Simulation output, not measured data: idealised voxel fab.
The process module presented herein is designated voxel gate over fins.
Section shown: cut. Width: 240 nm. Cell size: 5 nm, square.
Just so we're on the same page, the cross-sections are grids of square cells, and they're listed out in bands top to bottom, each band one or more rows deep.
What a band's entry tells you: where the top is and where the bottom is, as heights in nm, and after that what lies inside, material by material from left to right, each with its width in nm. Empty space is written as the word "air", and a single material marked with the word "edge to edge" occupies the band from edge to edge.
Heights are measured from 0, the level below which the as-received wafer is all one material; the lowest band has no bottom and continues downward, written as in "from 0 down".
The width entry "30 to 40" should be interpreted row by row: the top row of cells in the band takes the first number, the bottom row takes the second number, and the change between adjacent rows is uniform throughout.
Step note "nothing altered" = no cross-section cell changed.
"Closed cavities" - sealed voids, min. 8 cells, no opening to top; format: width x height at distance (distance from left edge; nm throughout).
On a step's line, text after the settings is the simulator commenting on that step.
What "overlay nm" on a step's line means: if the step has a mask, that mask lay this far to the right of its planned place, or, when the value is negative, to the left.
## Process steps (planned)
1) RECEIVE: material Si
2) CONFORMAL_DEP: material SiN, thk nm 5
3) DIRECTIONAL_DEP: material aC, thk nm 10
4) PATTERN: tone cover, mask id FINS, material resist, width nm 15, pitch nm 35, thk nm 30, overlay nm 0
5) DIRECTIONAL_ETCH: etch materials aC, depth nm 10
6) STRIP: etch materials resist
7) DIRECTIONAL_ETCH: etch materials SiN, depth nm 5
8) DIRECTIONAL_ETCH: etch materials Si, depth nm 35
9) STRIP: etch materials aC
10) FILL_DEP: material SiO2, thk nm 10
11) CMP: height nm 5
12) SELECTIVE_ETCH: etch materials SiO2, depth nm 20
13) STRIP: etch materials SiN
14) CONFORMAL_DEP: material HfO2, thk nm 5
15) CONFORMAL_DEP: material TiN, thk nm 5
16) FILL_DEP: material W, thk nm 10
17) CMP: height nm 15
18) CONFORMAL_DEP: material SiCN, thk nm 5
## First wafer, two in total, run as planned
## as received, after step 1
from 0 down = Si edge to edge
Closed cavities: none
## Wafer after step 2 (cross-section)
from 5 to 0 = SiN edge to edge
Rest of section, below 0: as before.
## Wafer after step 3 (cross-section)
from 15 to 5 = aC edge to edge
Rest of section, below 5: as before.
## Wafer after step 4 (cross-section)
from 45 to 15 = air 60, resist 15, air 20, resist 15, air 20, resist 15, air 20, resist 15, air 60
Rest of section, below 15: as before.
## Wafer after step 5 (cross-section)
from 35 to 15 = air 60, resist 15, air 20, resist 15, air 20, resist 15, air 20, resist 15, air 60
from 15 to 5 = air 60, aC 15, air 20, aC 15, air 20, aC 15, air 20, aC 15, air 60
Rest of section, below 5: as before.
## Wafer after step 6 (cross-section)
from 15 to 5 = air 60, aC 15, air 20, aC 15, air 20, aC 15, air 20, aC 15, air 60
Rest of section, below 5: as before.
## Wafer after step 7 (cross-section)
from 15 to 5 = air 60, aC 15, air 20, aC 15, air 20, aC 15, air 20, aC 15, air 60
from 5 to 0 = air 60, SiN 15, air 20, SiN 15, air 20, SiN 15, air 20, SiN 15, air 60
Rest of section, below 0: as before.
## Wafer after step 8 (cross-section)
from 15 to 5 = air 60, aC 15, air 20, aC 15, air 20, aC 15, air 20, aC 15, air 60
from 5 to 0 = air 60, SiN 15, air 20, SiN 15, air 20, SiN 15, air 20, SiN 15, air 60
from 0 to -35 = air 60, Si 15, air 20, Si 15, air 20, Si 15, air 20, Si 15, air 60
Rest of section, below -35: as before.
## Wafer after step 9 (cross-section)
from 5 to 0 = air 60, SiN 15, air 20, SiN 15, air 20, SiN 15, air 20, SiN 15, air 60
Rest of section, below 0: as before.
## Wafer after step 10 (cross-section)
from 15 to 5 = SiO2 edge to edge
from 5 to 0 = SiO2 60, SiN 15, SiO2 20, SiN 15, SiO2 20, SiN 15, SiO2 20, SiN 15, SiO2 60
from 0 to -35 = SiO2 60, Si 15, SiO2 20, Si 15, SiO2 20, Si 15, SiO2 20, Si 15, SiO2 60
Rest of section, below -35: as before.
## Wafer after step 11 (cross-section)
from 5 to 0 = SiO2 60, SiN 15, SiO2 20, SiN 15, SiO2 20, SiN 15, SiO2 20, SiN 15, SiO2 60
Rest of section, below 0: as before.
## Wafer after step 12 (cross-section)
from 5 to 0 = air 60, SiN 15, air 20, SiN 15, air 20, SiN 15, air 20, SiN 15, air 60
from 0 to -15 = air 60, Si 15, air 20, Si 15, air 20, Si 15, air 20, Si 15, air 60
Rest of section, below -15: as before.
## Wafer after step 13 (cross-section)
from 0 to -15 = air 60, Si 15, air 20, Si 15, air 20, Si 15, air 20, Si 15, air 60
Rest of section, below -15: as before.
## Wafer after step 14 (cross-section)
from 5 to 0 = air 55, HfO2 25, air 10, HfO2 25, air 10, HfO2 25, air 10, HfO2 25, air 55
from 0 to -10 = air 55, HfO2 5, Si 15, HfO2 5, air 10, HfO2 5, Si 15, HfO2 5, air 10, HfO2 5, Si 15, HfO2 5, air 10, HfO2 5, Si 15, HfO2 5, air 55
from -10 to -15 = HfO2 60, Si 15, HfO2 20, Si 15, HfO2 20, Si 15, HfO2 20, Si 15, HfO2 60
Rest of section, below -15: as before.
## Wafer after step 15 (cross-section)
from 10 to 5 = air 50, TiN 140, air 50
from 5 to 0 = air 50, TiN 5, HfO2 25, TiN 10, HfO2 25, TiN 10, HfO2 25, TiN 10, HfO2 25, TiN 5, air 50
from 0 to -5 = air 50, TiN 5, HfO2 5, Si 15, HfO2 5, TiN 10, HfO2 5, Si 15, HfO2 5, TiN 10, HfO2 5, Si 15, HfO2 5, TiN 10, HfO2 5, Si 15, HfO2 5, TiN 5, air 50
from -5 to -10 = TiN 55, HfO2 5, Si 15, HfO2 5, TiN 10, HfO2 5, Si 15, HfO2 5, TiN 10, HfO2 5, Si 15, HfO2 5, TiN 10, HfO2 5, Si 15, HfO2 5, TiN 55
Rest of section, below -10: as before.
## Wafer after step 16 (cross-section)
from 20 to 10 = W edge to edge
from 10 to 5 = W 50, TiN 140, W 50
from 5 to 0 = W 50, TiN 5, HfO2 25, TiN 10, HfO2 25, TiN 10, HfO2 25, TiN 10, HfO2 25, TiN 5, W 50
from 0 to -5 = W 50, TiN 5, HfO2 5, Si 15, HfO2 5, TiN 10, HfO2 5, Si 15, HfO2 5, TiN 10, HfO2 5, Si 15, HfO2 5, TiN 10, HfO2 5, Si 15, HfO2 5, TiN 5, W 50
Rest of section, below -5: as before.
## Wafer after step 17 (cross-section)
from 15 to 10 = W edge to edge
Rest of section, below 10: as before.
## Wafer after step 18 (cross-section)
from 20 to 15 = SiCN edge to edge
Rest of section, below 15: as before.
## Wafer two of two - same starting point, same process plan, one mistake in execution; matches wafer one up to and including step 13
Cross-sectional view of the second wafer at the intended end time of process step 14: nothing altered
## Cross-sectional view of the second wafer at the intended end time of process step 15
from 5 to 0 = air 55, TiN 25, air 10, TiN 25, air 10, TiN 25, air 10, TiN 25, air 55
from 0 to -10 = air 55, TiN 5, Si 15, TiN 5, air 10, TiN 5, Si 15, TiN 5, air 10, TiN 5, Si 15, TiN 5, air 10, TiN 5, Si 15, TiN 5, air 55
from -10 to -15 = TiN 60, Si 15, TiN 20, Si 15, TiN 20, Si 15, TiN 20, Si 15, TiN 60
Rest of section, below -15: as before.
## Cross-sectional view of the second wafer at the intended end time of process step 16
from 15 to 5 = W edge to edge
from 5 to 0 = W 55, TiN 25, W 10, TiN 25, W 10, TiN 25, W 10, TiN 25, W 55
from 0 to -10 = W 55, TiN 5, Si 15, TiN 5, W 10, TiN 5, Si 15, TiN 5, W 10, TiN 5, Si 15, TiN 5, W 10, TiN 5, Si 15, TiN 5, W 55
Rest of section, below -10: as before.
Cross-sectional view of the second wafer at the intended end time of process step 17: nothing altered
## Cross-sectional view of the second wafer at the intended end time of process step 18
from 20 to 15 = SiCN edge to edge
Rest of section, below 15: as before.
Finding, execution versus plan: the run left out plan step 14 entirely, so it was never executed
Final difference in cells, second wafer against first, listed per material as more or fewer: HfO2: 72 fewer, W: 72 more
